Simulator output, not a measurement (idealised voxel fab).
The following is a process module called voxel ribs on slabs.
Pictured: cross-section cut, 205 nm wide, on a grid of 5 nm square cells.
Heads up, the way a cross-section reads in here is a grid of square cells, handed over as bands from the top down, with every band being one or more rows of cells. Each band's line starts with the height of the band's top and of its bottom, in nm. Then come its materials from left to right, each with its width in nm. One material with "all across" fills the band from edge to edge. "blank" is empty space. Below 0: as-received wafer, all one material; heights counted from there. Lowest band: no bottom, goes on down, written "top 0, no bottom". Quick explanation for "30->40": the width changes in equal steps down the rows of cells, from the first number in the band's top row to the second number in its bottom row. Take "same as before" at face value: in the step it is given for, the cross-section changed in none of its cells. Entry "Enclosed cavity list" = empty spaces >= 8 cells with no open way to the top; each as width x height at distance, distance from left edge, all nm. Formally, on a step line, whatever follows the settings is a remark that the simulator itself makes on the step. Each step line may optionally specify "overlay nm", which for a step with a mask gives the rightward distance between the mask's planned place and where it lay, a negative value indicating the leftward direction.

PROCESS STEPS - PLAN
step 1: RECEIVE,material Si
step 2: DIRECTIONAL_DEP,material SiO2,thk nm 25
step 3: DIRECTIONAL_DEP,material polySi,thk nm 15
step 4: DIRECTIONAL_DEP,material aC,thk nm 15
step 5: PATTERN,tone cover,mask id RIB,material resist,width nm 25,thk nm 35,overlay nm 0
step 6: DIRECTIONAL_ETCH,etch materials aC,depth nm 15
step 7: STRIP,etch materials resist
step 8: DIRECTIONAL_ETCH,etch materials polySi,depth nm 5
step 9: STRIP,etch materials aC
step 10: DIRECTIONAL_DEP,material aC,thk nm 15
step 11: PATTERN,tone cover,mask id SLAB,material resist,width nm 85,thk nm 30,overlay nm 0
step 12: DIRECTIONAL_ETCH,etch materials aC,depth nm 15
step 13: STRIP,etch materials resist
step 14: DIRECTIONAL_ETCH,etch materials polySi,depth nm 5
step 15: STRIP,etch materials aC
step 16: FILL_DEP,material SiO2,thk nm 15
step 17: CMP,height nm 50
step 18: DIRECTIONAL_DEP,material TiN,thk nm 10
step 19: DIRECTIONAL_DEP,material aC,thk nm 15
step 20: PATTERN,tone cover,mask id HEATER,material resist,width nm 35,thk nm 35,overlay nm 0
step 21: DIRECTIONAL_ETCH,etch materials aC,depth nm 15
step 22: STRIP,etch materials resist
step 23: DIRECTIONAL_ETCH,etch materials TiN,depth nm 10
step 24: STRIP,etch materials aC
step 25: CONFORMAL_DEP,material SiN,thk nm 10
All wafers enter the flow in the same state. The depth nm at step 14 differs from wafer to wafer, and the plan gives the value for the first wafer.

CROSS-SECTION OF THE FIRST OF SEVERAL WAFERS ON RECEIPT, REFLECTING COMPLETION OF STEP 1
    top 0, no bottom: Si all across
    Enclosed cavity list: none

WHERE EACH WAFER STANDS AT THE END OF THE MODULE, A ROW APIECE: CELLS OF EACH MATERIAL GAINED (+) OR LOST (-) SINCE IT WAS RECEIVED, THEN CLOSED VOIDS
depth nm 5, +90 SiN, +347 SiO2, +14 TiN, +63 polySi, Enclosed cavity list: none
depth nm 10, +90 SiN, +371 SiO2, +14 TiN, +39 polySi, Enclosed cavity list: none
depth nm 15, +90 SiN, +371 SiO2, +14 TiN, +39 polySi, Enclosed cavity list: none
depth nm 20, +90 SiN, +371 SiO2, +14 TiN, +39 polySi, Enclosed cavity list: none
depth nm 25, +90 SiN, +371 SiO2, +14 TiN, +39 polySi, Enclosed cavity list: none
